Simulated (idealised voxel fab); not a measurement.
process module | voxel capacitor over wiring
cross-section cut | 225 nm wide | cells 5 nm
A cross-section is a grid of square cells, given in bands from the top down. A band is one or more rows of cells.
Each band's line starts with the height of the band's top and of its bottom, in nm. Then come its materials from left to right, each with its width in nm. One material with "throughout" fills the band from edge to edge. "air" is empty space.
Height 0 is the level under which the wafer as received is all one material. The lowest band goes on downwards, as in "0 down".
A width such as "30 to 40" changes by the same amount from each row of cells to the next, from the band's top row to its bottom row.
"no change" after a step means that no cell of the cross-section changed.
closed voids: empty space of 8 cells or more with no open way to the top, each as width x height at its distance from the left edge, in nm
after a step's settings: what the simulator itself notes on the step
overlay nm, on a step with a mask: how far to the right of its planned place the mask lay; to the left if negative
plan
1 op RECEIVE | material Si
2 op CONFORMAL_DEP | material SiO2 | thk nm 10
3 op CONFORMAL_DEP | material SiCN | thk nm 5
4 op DIRECTIONAL_DEP | material SiO2 | thk nm 20
5 op PATTERN | tone open | mask id METAL_1 | material resist | width nm 30 | pitch nm 100 | thk nm 20 | overlay nm 0
6 op DIRECTIONAL_ETCH | etch materials SiO2 | depth nm 20
7 op DIRECTIONAL_ETCH | etch materials SiCN | depth nm 5
8 op STRIP | etch materials resist
9 op CONFORMAL_DEP | material TiN | thk nm 5
10 op FILL_DEP | material Cu | thk nm 10
11 op CMP | height nm 35
12 op EPI | material Ru | thk nm 5
13 op FILL_DEP | material SiCN | thk nm 5
14 op DIRECTIONAL_DEP | material lowk | thk nm 20
15 op PATTERN | tone open | mask id PLUG_1 | material resist | width nm 15 | thk nm 20 | overlay nm 0
16 op DIRECTIONAL_ETCH | etch materials lowk | depth nm 20
17 op DIRECTIONAL_ETCH | etch materials SiCN | depth nm 5
18 op STRIP | etch materials resist
19 op CONFORMAL_DEP | material TiN | thk nm 5
20 op FILL_DEP | material W | thk nm 10
21 op CMP | height nm 65
22 op DIRECTIONAL_DEP | material TiN | thk nm 10
23 op DIRECTIONAL_DEP | material Al2O3 | thk nm 5
24 op DIRECTIONAL_DEP | material TiN | thk nm 5
25 op MASKED_ETCH | tone cover | mask id UPPER_PLATE | width nm 75 | etch materials TiN | depth nm 5 | overlay nm 0
26 op MASKED_ETCH | tone cover | mask id UPPER_PLATE | width nm 75 | etch materials Al2O3 | depth nm 5 | overlay nm 0
27 op PATTERN | tone cover | mask id LOWER_PLATE | material resist | width nm 85 | thk nm 15 | overlay nm 0
28 op DIRECTIONAL_ETCH | etch materials TiN | depth nm 10
29 op STRIP | etch materials resist
30 op FILL_DEP | material SiO2 | thk nm 20
31 op CMP | height nm 100
32 op PATTERN | tone open | mask id PLUG_2 | material resist | width nm 15 | thk nm 15 | overlay nm 0
33 op DIRECTIONAL_ETCH | etch materials SiO2 | depth nm 15
34 op STRIP | etch materials resist
35 op CONFORMAL_DEP | material TiN | thk nm 5
36 op FILL_DEP | material W | thk nm 10
37 op CMP | height nm 100
38 op CONFORMAL_DEP | material SiN | thk nm 5
as received, after step 1
  0 down: Si throughout
  closed voids: none
first wafer at the end, as planned
  105 to 100: SiN throughout
  100 to 90: SiO2 70 | TiN 5 | W 5 | TiN 5 | SiO2 140
  90 to 80: SiO2 70 to 60 | TiN 15 to 75 | SiO2 140 to 90
  80 to 75: SiO2 60 | Al2O3 75 | SiO2 90
  75 to 65: SiO2 55 | TiN 85 | SiO2 85
  65 to 45: lowk 60 | TiN 5 | W 5 | TiN 5 | lowk 150
  45 to 40: SiCN 60 | TiN 15 | SiCN 150
  40 to 35: SiCN 40 | Ru 40 | SiCN 60 | Ru 40 | SiCN 45
  35 to 15: SiO2 45 | TiN 5 | Cu 20 | TiN 5 | SiO2 70 | TiN 5 | Cu 20 | TiN 5 | SiO2 50
  15 to 10: SiCN 45 | TiN 30 | SiCN 70 | TiN 30 | SiCN 50
  10 to 0: SiO2 throughout
  0 down: Si throughout
  closed voids: none
second wafer at the end: like start, like plan, one mistake
  105 to 100: SiN throughout
  100 to 90: SiO2 70 | TiN 5 | W 5 | TiN 5 | SiO2 140
  90 to 80: SiO2 70 to 60 | TiN 15 to 75 | SiO2 140 to 90
  80 to 75: SiO2 60 | Al2O3 75 | SiO2 90
  75 to 65: SiO2 55 | TiN 85 | SiO2 85
  65 to 45: lowk 60 | TiN 5 | W 5 | TiN 5 | lowk 150
  45 to 40: SiCN 60 | TiN 15 | SiCN 150
  40 to 35: SiCN 40 | Ru 15 | SiCN 10 | Ru 15 | SiCN 60 | Ru 15 | SiCN 10 | Ru 15 | SiCN 45
  35 to 15: SiO2 45 | TiN 5 | SiN 20 | TiN 5 | SiO2 70 | TiN 5 | SiN 20 | TiN 5 | SiO2 50
  15 to 10: SiCN 45 | TiN 30 | SiCN 70 | TiN 30 | SiCN 50
  10 to 0: SiO2 throughout
  0 down: Si throughout
  closed voids: none
what went wrong: step 10 ran as: op FILL_DEP | material SiN | thk nm 10
at the end the second wafer has, in cells: 32 fewer of Cu | 4 fewer of Ru | 4 more of SiCN | 32 more of SiN
